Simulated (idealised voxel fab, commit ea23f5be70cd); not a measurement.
Process module, titled voxel spacer lines
Section shown: cut. Width: 265 nm. Cell size: 5 nm, square.
In this document a cross-section is written as a grid of square cells. It is given as a series of bands, listed from the top down, and a band is one or more rows of cells. It is stipulated that each band's entry specify, in nanometres, the height of the top of the band and then that of its bottom, followed by the materials of the band in left-to-right sequence, each together with its width in nanometres. A single material marked by the word "everywhere" is understood to fill the band from edge to edge; the word "blank" is understood to denote empty space. Height is counted from the level 0, under which the received wafer is composed throughout of one material. The lowest of the bands is not closed at the bottom but continues downward, in the notation "top 0, no bottom". Per-row width for "30->40": begins at first number (top row of band), ends at second number (bottom row), increment between rows held constant. It should be understood that the words "everything unchanged", when stated for a given step, signify that the cross-section underwent no change in any of its cells during that step. So "Voids, enclosed" is basically the list of trapped voids: any empty space of 8 cells or more that can't reach the top through an opening. They're written width x height at distance, the distance being from the left edge, and it's all nm. Heads up: the bit after the settings on a step's line is the simulator's remark on that step. "overlay nm" denotes, for a step that has a mask, the displacement of the mask to the right of its planned place, with negative values corresponding to the left.
**This section lists the process steps that were planned**
1) RECEIVE,material Si
2) CONFORMAL_DEP,material SiO2,thk nm 5
3) DIRECTIONAL_DEP,material TiN,thk nm 20
4) DIRECTIONAL_DEP,material polySi,thk nm 25
5) PATTERN,tone cover,mask id MANDREL,material resist,width nm 15,pitch nm 60,thk nm 35,overlay nm 0
6) DIRECTIONAL_ETCH,etch materials polySi,depth nm 25
7) STRIP,etch materials resist
8) CONFORMAL_DEP,material SiN,thk nm 15
9) DIRECTIONAL_ETCH,etch materials SiN,depth nm 15
10) STRIP,etch materials polySi
11) DIRECTIONAL_ETCH,etch materials TiN,depth nm 20
12) STRIP,etch materials SiN
**The first of a set of two wafers, run to plan**
**Cross-section: wafer on arrival = after step 1**
    top 0, no bottom: Si everywhere
    Voids, enclosed: none
**Wafer section view after processing step 2**
    top 5, bottom 0: SiO2 everywhere
    At heights below 0, the structure remains unaltered.
**Wafer section view after processing step 3**
    top 25, bottom 5: TiN everywhere
    At heights below 5, the structure remains unaltered.
**Wafer section view after processing step 4**
    top 50, bottom 25: polySi everywhere
    At heights below 25, the structure remains unaltered.
**Wafer section view after processing step 5**
    top 85, bottom 50: blank 95, then resist 15, then blank 45, then resist 15, then blank 95
    At heights below 50, the structure remains unaltered.
**Wafer section view after processing step 6**
    top 85, bottom 50: blank 95, then resist 15, then blank 45, then resist 15, then blank 95
    top 50, bottom 25: blank 95, then polySi 15, then blank 45, then polySi 15, then blank 95
    At heights below 25, the structure remains unaltered.
**Wafer section view after processing step 7**
    top 50, bottom 25: blank 95, then polySi 15, then blank 45, then polySi 15, then blank 95
    At heights below 25, the structure remains unaltered.
**Wafer section view after processing step 8**
    top 65, bottom 50: blank 80, then SiN 45, then blank 15, then SiN 45, then blank 80
    top 50, bottom 40: blank 80, then SiN 15, then polySi 15, then SiN 15, then blank 15, then SiN 15, then polySi 15, then SiN 15, then blank 80
    top 40, bottom 25: SiN 95, then polySi 15, then SiN 45, then polySi 15, then SiN 95
    At heights below 25, the structure remains unaltered.
**Wafer section view after processing step 9**
    top 50, bottom 25: blank 80, then SiN 15, then polySi 15, then SiN 15, then blank 15, then SiN 15, then polySi 15, then SiN 15, then blank 80
    At heights below 25, the structure remains unaltered.
**Wafer section view after processing step 10**
    top 50, bottom 25: blank 80, then SiN 15, then blank 15, then SiN 15, then blank 15, then SiN 15, then blank 15, then SiN 15, then blank 80
    At heights below 25, the structure remains unaltered.
**Wafer section view after processing step 11**
    top 50, bottom 25: blank 80, then SiN 15, then blank 15, then SiN 15, then blank 15, then SiN 15, then blank 15, then SiN 15, then blank 80
    top 25, bottom 5: blank 80, then TiN 15, then blank 15, then TiN 15, then blank 15, then TiN 15, then blank 15, then TiN 15, then blank 80
    At heights below 5, the structure remains unaltered.
**Wafer section view after processing step 12**
    top 25, bottom 5: blank 80, then TiN 15, then blank 15, then TiN 15, then blank 15, then TiN 15, then blank 15, then TiN 15, then blank 80
    At heights below 5, the structure remains unaltered.
**Wafer two. Same start, same plan, one slip in execution. Same as wafer one through step 2, inclusive**
**The second wafer in cross-section, at the planned close of step 3**
    top 45, bottom 5: TiN everywhere
    At heights below 5, the structure remains unaltered.
**The second wafer in cross-section, at the planned close of step 4**
    top 70, bottom 45: polySi everywhere
    At heights below 45, the structure remains unaltered.
**The second wafer in cross-section, at the planned close of step 5**
    top 105, bottom 70: blank 95, then resist 15, then blank 45, then resist 15, then blank 95
    At heights below 70, the structure remains unaltered.
**The second wafer in cross-section, at the planned close of step 6**
    top 105, bottom 70: blank 95, then resist 15, then blank 45, then resist 15, then blank 95
    top 70, bottom 45: blank 95, then polySi 15, then blank 45, then polySi 15, then blank 95
    At heights below 45, the structure remains unaltered.
**The second wafer in cross-section, at the planned close of step 7**
    top 70, bottom 45: blank 95, then polySi 15, then blank 45, then polySi 15, then blank 95
    At heights below 45, the structure remains unaltered.
**The second wafer in cross-section, at the planned close of step 8**
    top 85, bottom 70: blank 80, then SiN 45, then blank 15, then SiN 45, then blank 80
    top 70, bottom 60: blank 80, then SiN 15, then polySi 15, then SiN 15, then blank 15, then SiN 15, then polySi 15, then SiN 15, then blank 80
    top 60, bottom 45: SiN 95, then polySi 15, then SiN 45, then polySi 15, then SiN 95
    At heights below 45, the structure remains unaltered.
**The second wafer in cross-section, at the planned close of step 9**
    top 70, bottom 45: blank 80, then SiN 15, then polySi 15, then SiN 15, then blank 15, then SiN 15, then polySi 15, then SiN 15, then blank 80
    At heights below 45, the structure remains unaltered.
**The second wafer in cross-section, at the planned close of step 10**
    top 70, bottom 45: blank 80, then SiN 15, then blank 15, then SiN 15, then blank 15, then SiN 15, then blank 15, then SiN 15, then blank 80
    At heights below 45, the structure remains unaltered.
**The second wafer in cross-section, at the planned close of step 11**
    top 70, bottom 45: blank 80, then SiN 15, then blank 15, then SiN 15, then blank 15, then SiN 15, then blank 15, then SiN 15, then blank 80
    top 45, bottom 25: blank 80, then TiN 15, then blank 15, then TiN 15, then blank 15, then TiN 15, then blank 15, then TiN 15, then blank 80
    At heights below 25, the structure remains unaltered.
**The second wafer in cross-section, at the planned close of step 12**
    top 45, bottom 25: blank 80, then TiN 15, then blank 15, then TiN 15, then blank 15, then TiN 15, then blank 15, then TiN 15, then blank 80
    At heights below 25, the structure remains unaltered.
Error vs. plan: it should be noted that step 3 of the plan was executed twice
The final cell counts differ between the wafers, with the second having more or fewer of some materials than the first: TiN: 212 more
